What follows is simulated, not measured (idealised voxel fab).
This section sets out a process module, namely voxel transistor to metal.
This is section cut - it's 145 nm across, gridded in 5 nm square cells.
Notation: cross-section as square-cell grid; stated in bands, top first, going down; one or more cell rows per band. Heads up on the band format: heights come first, top then bottom, in nm. After that it's the materials left to right, each with its width in nm. A single material flagged "throughout" fills the whole band edge to edge, and "empty" means there's empty space there. Ref level 0: as-received wafer is one material below here. Bottom band extends down with no lower bound ("0 nm and below"). Top row gets the first number, bottom row gets the second, and each row in between changes by the same step: that is how a band width like "30 to 40" works. The cross-section has no changed cell in any step marked "no modifications". Look at "Fully enclosed voids" for the closed voids: empty spaces with no open path to the top, sized 8 cells or up. Each is width x height at distance, distance from the left edge, all nm. What comes after the settings on a step's line is commentary from the simulator itself on that step. When a step includes a mask, the "overlay nm" setting on its line states how far to the right of its planned place that mask lay, and negative values state how far to the left. From here on the document is pairs. In a pair, the cross-section before one process step comes with the cross-section after it, and the latter goes no deeper than the lowest band that changed. What lies in between, the step and its settings, is written under the pair. A pair may be from a different run of this module on the same starting wafer than the pair above it, so it continues from that pair only where its entry headed "Ex-ante state" says so.

-- Ex-ante state
* 0 nm and below: Si throughout
* Fully enclosed voids: none

-- Structure After Step
* 5 nm to 0 nm: SiO2 throughout
* At heights below 0, the structure remains unaltered.
* Fully enclosed voids: none
Between the two cross-sections shown above, the process step is CONFORMAL_DEP, material SiO2, thk nm 5

Ex-ante state: refer to the pair immediately above; the cross-section shown after its step is the state before this one.

-- Structure After Step
* 20 nm to 5 nm: SiN throughout
* At heights below 5, the structure remains unaltered.
* Fully enclosed voids: none
Between the two cross-sections shown above, the process step is CONFORMAL_DEP, material SiN, thk nm 15

Ex-ante state: refer to the pair immediately above; the cross-section shown after its step is the state before this one.

-- Structure After Step
* 30 nm to 20 nm: aC throughout
* At heights below 20, the structure remains unaltered.
* Fully enclosed voids: none
Between the two cross-sections shown above, the process step is DIRECTIONAL_DEP, material aC, thk nm 10

Ex-ante state: refer to the pair immediately above; the cross-section shown after its step is the state before this one.

-- Structure After Step
* 55 nm to 30 nm: 20 nm empty / 100 nm resist / 25 nm empty
* At heights below 30, the structure remains unaltered.
* Fully enclosed voids: none
Between the two cross-sections shown above, the process step is PATTERN, tone cover, mask id ACTIVE, material resist, width nm 100, thk nm 25, overlay nm 0

Ex-ante state: refer to the pair immediately above; the cross-section shown after its step is the state before this one.

-- Structure After Step
* 45 nm to 30 nm: 20 nm empty / 100 nm resist / 25 nm empty
* 30 nm to 20 nm: 20 nm empty / 100 nm aC / 25 nm empty
* At heights below 20, the structure remains unaltered.
* Fully enclosed voids: none
Between the two cross-sections shown above, the process step is DIRECTIONAL_ETCH, etch materials aC, depth nm 10

Ex-ante state: refer to the pair immediately above; the cross-section shown after its step is the state before this one.

-- Structure After Step
* 30 nm to 20 nm: 20 nm empty / 100 nm aC / 25 nm empty
* At heights below 20, the structure remains unaltered.
* Fully enclosed voids: none
Between the two cross-sections shown above, the process step is STRIP, etch materials resist

Ex-ante state: refer to the pair immediately above; the cross-section shown after its step is the state before this one.

-- Structure After Step
* 30 nm to 20 nm: 20 nm empty / 100 nm aC / 25 nm empty
* 20 nm to 5 nm: 20 nm empty / 100 nm SiN / 25 nm empty
* At heights below 5, the structure remains unaltered.
* Fully enclosed voids: none
Between the two cross-sections shown above, the process step is DIRECTIONAL_ETCH, etch materials SiN, depth nm 15

Ex-ante state: refer to the pair immediately above; the cross-section shown after its step is the state before this one.

-- Structure After Step
* 30 nm to 20 nm: 20 nm empty / 100 nm aC / 25 nm empty
* 20 nm to 5 nm: 20 nm empty / 100 nm SiN / 25 nm empty
* 5 nm to 0 nm: 20 nm empty / 100 nm SiO2 / 25 nm empty
* At heights below 0, the structure remains unaltered.
* Fully enclosed voids: none
Between the two cross-sections shown above, the process step is DIRECTIONAL_ETCH, etch materials SiO2, depth nm 5

Ex-ante state: refer to the pair immediately above; the cross-section shown after its step is the state before this one.

-- Structure After Step
* 30 nm to 20 nm: 20 nm empty / 100 nm aC / 25 nm empty
* 20 nm to 5 nm: 20 nm empty / 100 nm SiN / 25 nm empty
* 5 nm to 0 nm: 20 nm empty / 100 nm SiO2 / 25 nm empty
* 0 nm to -20 nm: 20 nm empty / 100 nm Si / 25 nm empty
* At heights below -20, the structure remains unaltered.
* Fully enclosed voids: none
Between the two cross-sections shown above, the process step is DIRECTIONAL_ETCH, etch materials Si, depth nm 20

Ex-ante state: refer to the pair immediately above; the cross-section shown after its step is the state before this one.

-- Structure After Step
* 20 nm to 5 nm: 20 nm empty / 100 nm SiN / 25 nm empty
* At heights below 5, the structure remains unaltered.
* Fully enclosed voids: none
Between the two cross-sections shown above, the process step is STRIP, etch materials aC

Ex-ante state: refer to the pair immediately above; the cross-section shown after its step is the state before this one.

-- Structure After Step
* 35 nm to 20 nm: SiO2 throughout
* 20 nm to 5 nm: 20 nm SiO2 / 100 nm SiN / 25 nm SiO2
* 5 nm to 0 nm: SiO2 throughout
* 0 nm to -20 nm: 20 nm SiO2 / 100 nm Si / 25 nm SiO2
* At heights below -20, the structure remains unaltered.
* Fully enclosed voids: none
Between the two cross-sections shown above, the process step is FILL_DEP, material SiO2, thk nm 15

Ex-ante state: refer to the pair immediately above; the cross-section shown after its step is the state before this one.

-- Structure After Step
* 20 nm to 5 nm: 20 nm SiO2 / 100 nm SiN / 25 nm SiO2
* At heights below 5, the structure remains unaltered.
* Fully enclosed voids: none
Between the two cross-sections shown above, the process step is CMP, height nm 20

Ex-ante state: refer to the pair immediately above; the cross-section shown after its step is the state before this one.

-- Structure After Step
* 20 nm to 5 nm: 20 nm empty / 100 nm SiN / 25 nm empty
* At heights below 5, the structure remains unaltered.
* Fully enclosed voids: none
Between the two cross-sections shown above, the process step is SELECTIVE_ETCH, etch materials SiO2, depth nm 15

Ex-ante state: refer to the pair immediately above; the cross-section shown after its step is the state before this one.

-- Structure After Step
* 5 nm to 0 nm: SiO2 throughout
* At heights below 0, the structure remains unaltered.
* Fully enclosed voids: none
Between the two cross-sections shown above, the process step is STRIP, etch materials SiN

Ex-ante state: refer to the pair immediately above; the cross-section shown after its step is the state before this one.

-- Structure After Step
* 0 nm to -20 nm: 20 nm SiO2 / 100 nm Si / 25 nm SiO2
* At heights below -20, the structure remains unaltered.
* Fully enclosed voids: none
Between the two cross-sections shown above, the process step is SELECTIVE_ETCH, etch materials SiO2, depth nm 5

Ex-ante state: refer to the pair immediately above; the cross-section shown after its step is the state before this one.

-- Structure After Step
* 0 nm to -5 nm: SiO2 throughout
* At heights below -5, the structure remains unaltered.
* Fully enclosed voids: none
Between the two cross-sections shown above, the process step is OXIDIZE, depth nm 5

Ex-ante state: refer to the pair immediately above; the cross-section shown after its step is the state before this one.

-- Structure After Step
* 25 nm to 0 nm: polySi throughout
* At heights below 0, the structure remains unaltered.
* Fully enclosed voids: none
Between the two cross-sections shown above, the process step is DIRECTIONAL_DEP, material polySi, thk nm 25

Ex-ante state: refer to the pair immediately above; the cross-section shown after its step is the state before this one.

-- Structure After Step
* 35 nm to 25 nm: SiCN throughout
* At heights below 25, the structure remains unaltered.
* Fully enclosed voids: none
Between the two cross-sections shown above, the process step is DIRECTIONAL_DEP, material SiCN, thk nm 10

Ex-ante state: refer to the pair immediately above; the cross-section shown after its step is the state before this one.

-- Structure After Step
* 35 nm to 25 nm: 60 nm empty / 20 nm SiCN / 65 nm empty
* At heights below 25, the structure remains unaltered.
* Fully enclosed voids: none
Between the two cross-sections shown above, the process step is MASKED_ETCH, tone cover, mask id GATE, width nm 20, etch materials SiCN, depth nm 20, overlay nm 0

Ex-ante state: refer to the pair immediately above; the cross-section shown after its step is the state before this one.

-- Structure After Step
* 35 nm to 25 nm: 60 nm empty / 20 nm SiCN / 65 nm empty
* 25 nm to 0 nm: 60 nm empty / 20 nm polySi / 65 nm empty
* At heights below 0, the structure remains unaltered.
* Fully enclosed voids: none
Between the two cross-sections shown above, the process step is MASKED_ETCH, tone cover, mask id GATE, width nm 20, etch materials polySi, depth nm 35, overlay nm 0

Ex-ante state: refer to the pair immediately above; the cross-section shown after its step is the state before this one.

-- Structure After Step
* 40 nm to 35 nm: 55 nm empty / 30 nm SiO2 / 60 nm empty
* 35 nm to 25 nm: 55 nm empty / 5 nm SiO2 / 20 nm SiCN / 5 nm SiO2 / 60 nm empty
* 25 nm to 5 nm: 55 nm empty / 5 nm SiO2 / 20 nm polySi / 5 nm SiO2 / 60 nm empty
* 5 nm to 0 nm: 60 nm SiO2 / 20 nm polySi / 65 nm SiO2
* At heights below 0, the structure remains unaltered.
* Fully enclosed voids: none
Between the two cross-sections shown above, the process step is CONFORMAL_DEP, material SiO2, thk nm 5

Ex-ante state: refer to the pair immediately above; the cross-section shown after its step is the state before this one.

-- Structure After Step
* 35 nm to 25 nm: 55 nm empty / 5 nm SiO2 / 20 nm SiCN / 5 nm SiO2 / 60 nm empty
* 25 nm to 0 nm: 55 nm empty / 5 nm SiO2 / 20 nm polySi / 5 nm SiO2 / 60 nm empty
* At heights below 0, the structure remains unaltered.
* Fully enclosed voids: none
Between the two cross-sections shown above, the process step is DIRECTIONAL_ETCH, etch materials SiO2, depth nm 5

Ex-ante state: refer to the pair immediately above; the cross-section shown after its step is the state before this one.

-- Structure After Step
* 45 nm to 35 nm: 45 nm empty / 50 nm SiN / 50 nm empty
* 35 nm to 25 nm: 45 nm empty / 10 nm SiN / 5 nm SiO2 / 20 nm SiCN / 5 nm SiO2 / 10 nm SiN / 50 nm empty
* 25 nm to 10 nm: 45 nm empty / 10 nm SiN / 5 nm SiO2 / 20 nm polySi / 5 nm SiO2 / 10 nm SiN / 50 nm empty
* 10 nm to 0 nm: 55 nm SiN / 5 nm SiO2 / 20 nm polySi / 5 nm SiO2 / 60 nm SiN
* At heights below 0, the structure remains unaltered.
* Fully enclosed voids: none
Between the two cross-sections shown above, the process step is CONFORMAL_DEP, material SiN, thk nm 10

Ex-ante state: refer to the pair immediately above; the cross-section shown after its step is the state before this one.

-- Structure After Step
* 35 nm to 25 nm: 45 nm empty / 10 nm SiN / 5 nm SiO2 / 20 nm SiCN / 5 nm SiO2 / 10 nm SiN / 50 nm empty
* 25 nm to 0 nm: 45 nm empty / 10 nm SiN / 5 nm SiO2 / 20 nm polySi / 5 nm SiO2 / 10 nm SiN / 50 nm empty
* At heights below 0, the structure remains unaltered.
* Fully enclosed voids: none
Between the two cross-sections shown above, the process step is DIRECTIONAL_ETCH, etch materials SiN, depth nm 10

Ex-ante state: refer to the pair immediately above; the cross-section shown after its step is the state before this one.

-- Structure After Step
* 35 nm to 30 nm: 45 nm empty / 10 nm SiN / 5 nm empty / 20 nm SiCN / 5 nm empty / 10 nm SiN / 50 nm empty
* 30 nm to 25 nm: 45 nm empty / 10 nm SiN / 5 nm SiO2 / 20 nm SiCN / 5 nm SiO2 / 10 nm SiN / 50 nm empty
* 25 nm to 0 nm: 45 nm empty / 10 nm SiN / 5 nm SiO2 / 20 nm polySi / 5 nm SiO2 / 10 nm SiN / 50 nm empty
* 0 nm to -5 nm: 45 nm empty / 50 nm SiO2 / 50 nm empty
* At heights below -5, the structure remains unaltered.
* Fully enclosed voids: none
Between the two cross-sections shown above, the process step is DIRECTIONAL_ETCH, etch materials SiO2, depth nm 5

Ex-ante state: refer to the pair immediately above; the cross-section shown after its step is the state before this one.

-- Structure After Step
* 35 nm to 30 nm: 45 nm empty / 10 nm SiN / 5 nm empty / 20 nm SiCN / 5 nm empty / 10 nm SiN / 50 nm empty
* 30 nm to 25 nm: 45 nm empty / 10 nm SiN / 5 nm SiO2 / 20 nm SiCN / 5 nm SiO2 / 10 nm SiN / 50 nm empty
* 25 nm to 0 nm: 45 nm empty / 10 nm SiN / 5 nm SiO2 / 20 nm polySi / 5 nm SiO2 / 10 nm SiN / 50 nm empty
* 0 nm to -5 nm: 45 nm empty / 50 nm SiO2 / 50 nm empty
* -5 nm to -10 nm: 20 nm SiO2 / 25 nm empty / 50 nm Si / 25 nm empty / 25 nm SiO2
* At heights below -10, the structure remains unaltered.
* Fully enclosed voids: none
Between the two cross-sections shown above, the process step is DIRECTIONAL_ETCH, etch materials Si, depth nm 5

Ex-ante state: refer to the pair immediately above; the cross-section shown after its step is the state before this one.

-- Structure After Step
* 35 nm to 30 nm: 45 nm empty / 10 nm SiN / 5 nm empty / 20 nm SiCN / 5 nm empty / 10 nm SiN / 50 nm empty
* 30 nm to 25 nm: 45 nm empty / 10 nm SiN / 5 nm SiO2 / 20 nm SiCN / 5 nm SiO2 / 10 nm SiN / 50 nm empty
* 25 nm to 5 nm: 45 nm empty / 10 nm SiN / 5 nm SiO2 / 20 nm polySi / 5 nm SiO2 / 10 nm SiN / 50 nm empty
* 5 nm to 0 nm: 35 nm empty / 10 nm pSi / 10 nm SiN / 5 nm SiO2 / 20 nm polySi / 5 nm SiO2 / 10 nm SiN / 10 nm pSi / 40 nm empty
* 0 nm to -5 nm: 15 nm empty / 30 nm pSi / 50 nm SiO2 / 30 nm pSi / 20 nm empty
* -5 nm to -10 nm: 20 nm SiO2 / 25 nm pSi / 50 nm Si / 25 nm pSi / 25 nm SiO2
* At heights below -10, the structure remains unaltered.
* Fully enclosed voids: none
Between the two cross-sections shown above, the process step is EPI, material pSi, thk nm 10

Ex-ante state: refer to the pair immediately above; the cross-section shown after its step is the state before this one.

-- Structure After Step
* 45 nm to 35 nm: SiO2 throughout
* 35 nm to 25 nm: 45 nm SiO2 / 10 nm SiN / 5 nm SiO2 / 20 nm SiCN / 5 nm SiO2 / 10 nm SiN / 50 nm SiO2
* 25 nm to 5 nm: 45 nm SiO2 / 10 nm SiN / 5 nm SiO2 / 20 nm polySi / 5 nm SiO2 / 10 nm SiN / 50 nm SiO2
* 5 nm to 0 nm: 35 nm SiO2 / 10 nm pSi / 10 nm SiN / 5 nm SiO2 / 20 nm polySi / 5 nm SiO2 / 10 nm SiN / 10 nm pSi / 40 nm SiO2
* 0 nm to -5 nm: 15 nm SiO2 / 30 nm pSi / 50 nm SiO2 / 30 nm pSi / 20 nm SiO2
* At heights below -5, the structure remains unaltered.
* Fully enclosed voids: none
Between the two cross-sections shown above, the process step is FILL_DEP, material SiO2, thk nm 10

Ex-ante state: refer to the pair immediately above; the cross-section shown after its step is the state before this one.

-- Structure After Step
* 35 nm to 25 nm: 45 nm SiO2 / 10 nm SiN / 5 nm SiO2 / 20 nm SiCN / 5 nm SiO2 / 10 nm SiN / 50 nm SiO2
* At heights below 25, the structure remains unaltered.
* Fully enclosed voids: none
Between the two cross-sections shown above, the process step is CMP, height nm 35

Ex-ante state: refer to the pair immediately above; the cross-section shown after its step is the state before this one.

-- Structure After Step
* 50 nm to 35 nm: SiO2 throughout
* At heights below 35, the structure remains unaltered.
* Fully enclosed voids: none
Between the two cross-sections shown above, the process step is DIRECTIONAL_DEP, material SiO2, thk nm 15

Ex-ante state: refer to the pair immediately above; the cross-section shown after its step is the state before this one.

-- Structure After Step
* 50 nm to 35 nm: 25 nm SiO2 / 20 nm empty / 50 nm SiO2 / 20 nm empty / 30 nm SiO2
* 35 nm to 25 nm: 25 nm SiO2 / 20 nm empty / 10 nm SiN / 5 nm SiO2 / 20 nm SiCN / 5 nm SiO2 / 10 nm SiN / 20 nm empty / 30 nm SiO2
* 25 nm to 5 nm: 25 nm SiO2 / 20 nm empty / 10 nm SiN / 5 nm SiO2 / 20 nm polySi / 5 nm SiO2 / 10 nm SiN / 20 nm empty / 30 nm SiO2
* 5 nm to 0 nm: 25 nm SiO2 / 10 nm empty / 10 nm pSi / 10 nm SiN / 5 nm SiO2 / 20 nm polySi / 5 nm SiO2 / 10 nm SiN / 10 nm pSi / 10 nm empty / 30 nm SiO2
* At heights below 0, the structure remains unaltered.
* Fully enclosed voids: none
Between the two cross-sections shown above, the process step is MASKED_ETCH, tone open, mask id CONTACT, width nm 20, pitch nm 70, etch materials SiO2, depth nm 50, overlay nm 0

Ex-ante state: refer to the pair immediately above; the cross-section shown after its step is the state before this one.

-- Structure After Step
* 55 nm to 50 nm: 30 nm TiN / 10 nm empty / 60 nm TiN / 10 nm empty / 35 nm TiN
* 50 nm to 35 nm: 25 nm SiO2 / 5 nm TiN / 10 nm empty / 5 nm TiN / 50 nm SiO2 / 5 nm TiN / 10 nm empty / 5 nm TiN / 30 nm SiO2
* 35 nm to 25 nm: 25 nm SiO2 / 5 nm TiN / 10 nm empty / 5 nm TiN / 10 nm SiN / 5 nm SiO2 / 20 nm SiCN / 5 nm SiO2 / 10 nm SiN / 5 nm TiN / 10 nm empty / 5 nm TiN / 30 nm SiO2
* 25 nm to 10 nm: 25 nm SiO2 / 5 nm TiN / 10 nm empty / 5 nm TiN / 10 nm SiN / 5 nm SiO2 / 20 nm polySi / 5 nm SiO2 / 10 nm SiN / 5 nm TiN / 10 nm empty / 5 nm TiN / 30 nm SiO2
* 10 nm to 5 nm: 25 nm SiO2 / 20 nm TiN / 10 nm SiN / 5 nm SiO2 / 20 nm polySi / 5 nm SiO2 / 10 nm SiN / 20 nm TiN / 30 nm SiO2
* 5 nm to 0 nm: 25 nm SiO2 / 10 nm TiN / 10 nm pSi / 10 nm SiN / 5 nm SiO2 / 20 nm polySi / 5 nm SiO2 / 10 nm SiN / 10 nm pSi / 10 nm TiN / 30 nm SiO2
* At heights below 0, the structure remains unaltered.
* Fully enclosed voids: none
Between the two cross-sections shown above, the process step is CONFORMAL_DEP, material TiN, thk nm 5

Ex-ante state: refer to the pair immediately above; the cross-section shown after its step is the state before this one.

-- Structure After Step
* 65 nm to 55 nm: W throughout
* 55 nm to 50 nm: 30 nm TiN / 10 nm W / 60 nm TiN / 10 nm W / 35 nm TiN
* 50 nm to 35 nm: 25 nm SiO2 / 5 nm TiN / 10 nm W / 5 nm TiN / 50 nm SiO2 / 5 nm TiN / 10 nm W / 5 nm TiN / 30 nm SiO2
* 35 nm to 25 nm: 25 nm SiO2 / 5 nm TiN / 10 nm W / 5 nm TiN / 10 nm SiN / 5 nm SiO2 / 20 nm SiCN / 5 nm SiO2 / 10 nm SiN / 5 nm TiN / 10 nm W / 5 nm TiN / 30 nm SiO2
* 25 nm to 10 nm: 25 nm SiO2 / 5 nm TiN / 10 nm W / 5 nm TiN / 10 nm SiN / 5 nm SiO2 / 20 nm polySi / 5 nm SiO2 / 10 nm SiN / 5 nm TiN / 10 nm W / 5 nm TiN / 30 nm SiO2
* At heights below 10, the structure remains unaltered.
* Fully enclosed voids: none
Between the two cross-sections shown above, the process step is FILL_DEP, material W, thk nm 10

Ex-ante state: refer to the pair immediately above; the cross-section shown after its step is the state before this one.

-- Structure After Step
* 50 nm to 35 nm: 25 nm SiO2 / 5 nm TiN / 10 nm W / 5 nm TiN / 50 nm SiO2 / 5 nm TiN / 10 nm W / 5 nm TiN / 30 nm SiO2
* At heights below 35, the structure remains unaltered.
* Fully enclosed voids: none
Between the two cross-sections shown above, the process step is CMP, height nm 50

Ex-ante state: refer to the pair immediately above; the cross-section shown after its step is the state before this one.

-- Structure After Step
* 55 nm to 50 nm: SiN throughout
* At heights below 50, the structure remains unaltered.
* Fully enclosed voids: none
Between the two cross-sections shown above, the process step is CONFORMAL_DEP, material SiN, thk nm 5

Ex-ante state: refer to the pair immediately above; the cross-section shown after its step is the state before this one.

-- Structure After Step
* 70 nm to 55 nm: lowk throughout
* At heights below 55, the structure remains unaltered.
* Fully enclosed voids: none
Between the two cross-sections shown above, the process step is DIRECTIONAL_DEP, material lowk, thk nm 15

Ex-ante state: refer to the pair immediately above; the cross-section shown after its step is the state before this one.

-- Structure After Step
* 70 nm to 55 nm: 25 nm lowk / 20 nm empty / 50 nm lowk / 20 nm empty / 30 nm lowk
* At heights below 55, the structure remains unaltered.
* Fully enclosed voids: none
Between the two cross-sections shown above, the process step is MASKED_ETCH, tone open, mask id METAL_1, width nm 20, pitch nm 70, etch materials lowk, depth nm 15, overlay nm 0

Ex-ante state: refer to the pair immediately above; the cross-section shown after its step is the state before this one.

-- Structure After Step
* 70 nm to 55 nm: 25 nm lowk / 20 nm empty / 50 nm lowk / 20 nm empty / 30 nm lowk
* 55 nm to 50 nm: 25 nm SiN / 20 nm empty / 50 nm SiN / 20 nm empty / 30 nm SiN
* At heights below 50, the structure remains unaltered.
* Fully enclosed voids: none
Between the two cross-sections shown above, the process step is MASKED_ETCH, tone open, mask id METAL_1, width nm 20, pitch nm 70, etch materials SiN, depth nm 5, overlay nm 0

Ex-ante state: refer to the pair immediately above; the cross-section shown after its step is the state before this one.

-- Structure After Step
* 75 nm to 70 nm: 30 nm TiN / 10 nm empty / 60 nm TiN / 10 nm empty / 35 nm TiN
* 70 nm to 55 nm: 25 nm lowk / 5 nm TiN / 10 nm empty / 5 nm TiN / 50 nm lowk / 5 nm TiN / 10 nm empty / 5 nm TiN / 30 nm lowk
* 55 nm to 50 nm: 25 nm SiN / 20 nm TiN / 50 nm SiN / 20 nm TiN / 30 nm SiN
* At heights below 50, the structure remains unaltered.
* Fully enclosed voids: none
Between the two cross-sections shown above, the process step is CONFORMAL_DEP, material TiN, thk nm 5

Ex-ante state: refer to the pair immediately above; the cross-section shown after its step is the state before this one.

-- Structure After Step
* 85 nm to 75 nm: Cu throughout
* 75 nm to 70 nm: 30 nm TiN / 10 nm Cu / 60 nm TiN / 10 nm Cu / 35 nm TiN
* 70 nm to 55 nm: 25 nm lowk / 5 nm TiN / 10 nm Cu / 5 nm TiN / 50 nm lowk / 5 nm TiN / 10 nm Cu / 5 nm TiN / 30 nm lowk
* At heights below 55, the structure remains unaltered.
* Fully enclosed voids: none
Between the two cross-sections shown above, the process step is FILL_DEP, material Cu, thk nm 10

Ex-ante state: refer to the pair immediately above; the cross-section shown after its step is the state before this one.

-- Structure After Step
* 70 nm to 55 nm: 25 nm lowk / 5 nm TiN / 10 nm Cu / 5 nm TiN / 50 nm lowk / 5 nm TiN / 10 nm Cu / 5 nm TiN / 30 nm lowk
* At heights below 55, the structure remains unaltered.
* Fully enclosed voids: none
Between the two cross-sections shown above, the process step is CMP, height nm 70

Ex-ante state: refer to the pair immediately above; the cross-section shown after its step is the state before this one.

-- Structure After Step
* 75 nm to 70 nm: SiCN throughout
* At heights below 70, the structure remains unaltered.
* Fully enclosed voids: none
Between the two cross-sections shown above, the process step is CONFORMAL_DEP, material SiCN, thk nm 5

Ex-ante state: refer to the pair immediately above; the cross-section shown after its step is the state before this one.

-- Structure After Step
* 105 nm to 75 nm: lowk throughout
* At heights below 75, the structure remains unaltered.
* Fully enclosed voids: none
Between the two cross-sections shown above, the process step is DIRECTIONAL_DEP, material lowk, thk nm 30

Ex-ante state: refer to the pair immediately above; the cross-section shown after its step is the state before this one.

-- Structure After Step
* 115 nm to 105 nm: aC throughout
* At heights below 105, the structure remains unaltered.
* Fully enclosed voids: none
Between the two cross-sections shown above, the process step is DIRECTIONAL_DEP, material aC, thk nm 10

Ex-ante state: refer to the pair immediately above; the cross-section shown after its step is the state before this one.

-- Structure After Step
* 145 nm to 115 nm: 25 nm resist / 20 nm empty / 50 nm resist / 20 nm empty / 30 nm resist
* At heights below 115, the structure remains unaltered.
* Fully enclosed voids: none
Between the two cross-sections shown above, the process step is PATTERN, tone open, mask id METAL_2, material resist, width nm 20, pitch nm 70, thk nm 30, overlay nm 0

Ex-ante state: refer to the pair immediately above; the cross-section shown after its step is the state before this one.

-- Structure After Step
* 135 nm to 115 nm: 25 nm resist / 20 nm empty / 50 nm resist / 20 nm empty / 30 nm resist
* 115 nm to 105 nm: 25 nm aC / 20 nm empty / 50 nm aC / 20 nm empty / 30 nm aC
* At heights below 105, the structure remains unaltered.
* Fully enclosed voids: none
Between the two cross-sections shown above, the process step is DIRECTIONAL_ETCH, etch materials aC, depth nm 10

Ex-ante state: refer to the pair immediately above; the cross-section shown after its step is the state before this one.

-- Structure After Step
* 115 nm to 105 nm: 25 nm aC / 20 nm empty / 50 nm aC / 20 nm empty / 30 nm aC
* At heights below 105, the structure remains unaltered.
* Fully enclosed voids: none
Between the two cross-sections shown above, the process step is STRIP, etch materials resist

Ex-ante state: refer to the pair immediately above; the cross-section shown after its step is the state before this one.

-- Structure After Step
* 115 nm to 105 nm: 25 nm aC / 20 nm empty / 50 nm aC / 20 nm empty / 30 nm aC
* 105 nm to 90 nm: 25 nm lowk / 20 nm empty / 50 nm lowk / 20 nm empty / 30 nm lowk
* At heights below 90, the structure remains unaltered.
* Fully enclosed voids: none
Between the two cross-sections shown above, the process step is DIRECTIONAL_ETCH, etch materials lowk, depth nm 15

Ex-ante state: refer to the pair immediately above; the cross-section shown after its step is the state before this one.

-- Structure After Step
* 105 nm to 90 nm: 25 nm lowk / 20 nm empty / 50 nm lowk / 20 nm empty / 30 nm lowk
* At heights below 90, the structure remains unaltered.
* Fully enclosed voids: none
Between the two cross-sections shown above, the process step is STRIP, etch materials aC

Ex-ante state: refer to the pair immediately above; the cross-section shown after its step is the state before this one.

-- Structure After Step
* 115 nm to 105 nm: 25 nm aC / 20 nm empty / 50 nm aC / 20 nm empty / 30 nm aC
* 105 nm to 100 nm: 25 nm lowk / 20 nm empty / 50 nm lowk / 20 nm empty / 30 nm lowk
* 100 nm to 90 nm: 25 nm lowk / 20 nm aC / 50 nm lowk / 20 nm aC / 30 nm lowk
* At heights below 90, the structure remains unaltered.
* Fully enclosed voids: none
Between the two cross-sections shown above, the process step is DIRECTIONAL_DEP, material aC, thk nm 10

Ex-ante state: refer to the pair immediately above; the cross-section shown after its step is the state before this one.

-- Structure After Step
* 145 nm to 115 nm: 25 nm resist / 15 nm empty / 55 nm resist / 15 nm empty / 35 nm resist
* 115 nm to 105 nm: 25 nm aC / 15 nm empty / 5 nm resist / 50 nm aC / 15 nm empty / 5 nm resist / 30 nm aC
* 105 nm to 100 nm: 25 nm lowk / 15 nm empty / 5 nm resist / 50 nm lowk / 15 nm empty / 5 nm resist / 30 nm lowk
* At heights below 100, the structure remains unaltered.
* Fully enclosed voids: none
Between the two cross-sections shown above, the process step is PATTERN, tone open, mask id METAL_2_HOLES, material resist, width nm 15, pitch nm 70, thk nm 30, overlay nm 0

Ex-ante state: refer to the pair immediately above; the cross-section shown after its step is the state before this one.

-- Structure After Step
* 135 nm to 115 nm: 25 nm resist / 15 nm empty / 55 nm resist / 15 nm empty / 35 nm resist
* 115 nm to 105 nm: 25 nm aC / 15 nm empty / 5 nm resist / 50 nm aC / 15 nm empty / 5 nm resist / 30 nm aC
* 105 nm to 100 nm: 25 nm lowk / 15 nm empty / 5 nm resist / 50 nm lowk / 15 nm empty / 5 nm resist / 30 nm lowk
* 100 nm to 90 nm: 25 nm lowk / 15 nm empty / 5 nm aC / 50 nm lowk / 15 nm empty / 5 nm aC / 30 nm lowk
* At heights below 90, the structure remains unaltered.
* Fully enclosed voids: none
Between the two cross-sections shown above, the process step is DIRECTIONAL_ETCH, etch materials aC, depth nm 10

Ex-ante state: refer to the pair immediately above; the cross-section shown after its step is the state before this one.

-- Structure After Step
* 115 nm to 105 nm: 25 nm aC / 20 nm empty / 50 nm aC / 20 nm empty / 30 nm aC
* 105 nm to 100 nm: 25 nm lowk / 20 nm empty / 50 nm lowk / 20 nm empty / 30 nm lowk
* At heights below 100, the structure remains unaltered.
* Fully enclosed voids: none
Between the two cross-sections shown above, the process step is STRIP, etch materials resist

Ex-ante state: refer to the pair immediately above; the cross-section shown after its step is the state before this one.

-- Structure After Step
* 115 nm to 105 nm: 25 nm aC / 20 nm empty / 50 nm aC / 20 nm empty / 30 nm aC
* 105 nm to 100 nm: 25 nm lowk / 20 nm empty / 50 nm lowk / 20 nm empty / 30 nm lowk
* 100 nm to 90 nm: 25 nm lowk / 15 nm empty / 5 nm aC / 50 nm lowk / 15 nm empty / 5 nm aC / 30 nm lowk
* 90 nm to 75 nm: 25 nm lowk / 15 nm empty / 55 nm lowk / 15 nm empty / 35 nm lowk
* At heights below 75, the structure remains unaltered.
* Fully enclosed voids: none
Between the two cross-sections shown above, the process step is DIRECTIONAL_ETCH, etch materials lowk, depth nm 15

Ex-ante state: refer to the pair immediately above; the cross-section shown after its step is the state before this one.

-- Structure After Step
* 115 nm to 105 nm: 25 nm aC / 20 nm empty / 50 nm aC / 20 nm empty / 30 nm aC
* 105 nm to 100 nm: 25 nm lowk / 20 nm empty / 50 nm lowk / 20 nm empty / 30 nm lowk
* 100 nm to 90 nm: 25 nm lowk / 15 nm empty / 5 nm aC / 50 nm lowk / 15 nm empty / 5 nm aC / 30 nm lowk
* 90 nm to 75 nm: 25 nm lowk / 15 nm empty / 55 nm lowk / 15 nm empty / 35 nm lowk
* 75 nm to 70 nm: 25 nm SiCN / 15 nm empty / 55 nm SiCN / 15 nm empty / 35 nm SiCN
* At heights below 70, the structure remains unaltered.
* Fully enclosed voids: none
Between the two cross-sections shown above, the process step is DIRECTIONAL_ETCH, etch materials SiCN, depth nm 5

Ex-ante state: refer to the pair immediately above; the cross-section shown after its step is the state before this one.

-- Structure After Step
* 105 nm to 90 nm: 25 nm lowk / 20 nm empty / 50 nm lowk / 20 nm empty / 30 nm lowk
* At heights below 90, the structure remains unaltered.
* Fully enclosed voids: none
Between the two cross-sections shown above, the process step is STRIP, etch materials aC

Ex-ante state: refer to the pair immediately above; the cross-section shown after its step is the state before this one.

-- Structure After Step
* 110 nm to 105 nm: 30 nm TiN / 10 nm empty / 60 nm TiN / 10 nm empty / 35 nm TiN
* 105 nm to 95 nm: 25 nm lowk / 5 nm TiN / 10 nm empty / 5 nm TiN / 50 nm lowk / 5 nm TiN / 10 nm empty / 5 nm TiN / 30 nm lowk
* 95 nm to 90 nm: 25 nm lowk / 5 nm TiN / 5 nm empty / 10 nm TiN / 50 nm lowk / 5 nm TiN / 5 nm empty / 10 nm TiN / 30 nm lowk
* 90 nm to 75 nm: 25 nm lowk / 5 nm TiN / 5 nm empty / 5 nm TiN / 55 nm lowk / 5 nm TiN / 5 nm empty / 5 nm TiN / 35 nm lowk
* 75 nm to 70 nm: 25 nm SiCN / 15 nm TiN / 55 nm SiCN / 15 nm TiN / 35 nm SiCN
* At heights below 70, the structure remains unaltered.
* Fully enclosed voids: none
Between the two cross-sections shown above, the process step is CONFORMAL_DEP, material TiN, thk nm 5
